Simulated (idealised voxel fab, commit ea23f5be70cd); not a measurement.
Proc. module: voxel trench capacitor
155 nm wide, 5 nm square cells: that's cross-section cut.
Notation: cross-section as square-cell grid; stated in bands, top first, going down; one or more cell rows per band.
Basically the band line says how high the top is and how high the bottom is, in nm, and then what's in it from left to right, every material with its width in nm. Empty space shows up as "empty", and if a single material carries "throughout" it runs the full band edge to edge.
All heights in this document are referenced to 0, defined as the level beneath which the wafer, as received, consists entirely of one material. The lowest band is not bounded below; it extends indefinitely downward and is written in the form "0 and below".
The two numbers in a width such as "30..40" mark its ends across the band: the first belongs to the top row of cells, the second to the bottom row, and from each row to the next the width moves by the same amount.
No cell of the cross-section changed in a step that is given as "left unchanged".
Under "Fully sealed voids" you'll find the enclosed gaps, the ones with no way out to the top, that are 8 cells or bigger; each reads width x height at distance, with distance counted from the left edge, everything in nm.
Anything after a step's settings on that line? It's the simulator's own note about the step.
On any step carrying a mask, the "overlay nm" setting, if present on the step's line, tells how far right of its planned place the mask lay; negative values point to the left.

### Here's what the planned process steps look like
- 1: RECEIVE (material Si)
- 2: CONFORMAL_DEP (material SiN; thk nm 10)
- 3: DIRECTIONAL_DEP (material aC; thk nm 15)
- 4: PATTERN (tone open; mask id TRENCH; material resist; width nm 15; pitch nm 40; thk nm 35; overlay nm 0)
- 5: DIRECTIONAL_ETCH (etch materials aC; depth nm 15)
- 6: STRIP (etch materials resist)
- 7: DIRECTIONAL_ETCH (etch materials SiN; depth nm 10)
- 8: DIRECTIONAL_ETCH (etch materials Si; depth nm 30)
- 9: STRIP (etch materials aC)
- 10: CONFORMAL_DEP (material SiO2; thk nm 5)
- 11: FILL_DEP (material polySi; thk nm 10)
- 12: CMP (height nm 10)

### Incoming wafer in cross-section (state: after step 1)
> 0 and below  Si throughout
> Fully sealed voids: none

### Run as planned - first of the two wafers cross-sectioned at the end of the module
> 10 down to 0  SiN: 30, then SiO2: 5, then polySi: 5, then SiO2: 5, then SiN: 25, then SiO2: 5, then polySi: 5, then SiO2: 5, then SiN: 25, then SiO2: 5, then polySi: 5, then SiO2: 5, then SiN: 30
> 0 down to -25  Si: 30, then SiO2: 5, then polySi: 5, then SiO2: 5, then Si: 25, then SiO2: 5, then polySi: 5, then SiO2: 5, then Si: 25, then SiO2: 5, then polySi: 5, then SiO2: 5, then Si: 30
> -25 down to -30  Si: 30, then SiO2: 15, then Si: 25, then SiO2: 15, then Si: 25, then SiO2: 15, then Si: 30
> -30 and below  Si throughout
> Fully sealed voids: none

### Cross-section of the latter of the two wafers at module completion. It had an identical start and an identical plan to the former; in running it, one mistake was made
> 15 down to 10  SiO2: 35, then polySi: 5, then SiO2: 35, then polySi: 5, then SiO2: 35, then polySi: 5, then SiO2: 35
> 10 down to 0  SiN: 30, then SiO2: 5, then polySi: 5, then SiO2: 5, then SiN: 25, then SiO2: 5, then polySi: 5, then SiO2: 5, then SiN: 25, then SiO2: 5, then polySi: 5, then SiO2: 5, then SiN: 30
> 0 down to -25  Si: 30, then SiO2: 5, then polySi: 5, then SiO2: 5, then Si: 25, then SiO2: 5, then polySi: 5, then SiO2: 5, then Si: 25, then SiO2: 5, then polySi: 5, then SiO2: 5, then Si: 30
> -25 down to -30  Si: 30, then SiO2: 15, then Si: 25, then SiO2: 15, then Si: 25, then SiO2: 15, then Si: 30
> -30 and below  Si throughout
> Fully sealed voids: none
So what did we get wrong on this run? note that step 12 departed from the planned setting and was carried out as CMP (height nm 15)
Bottom line after processing is that, in cells, the second wafer is up or down on some materials versus the first: SiO2 +28; polySi +3
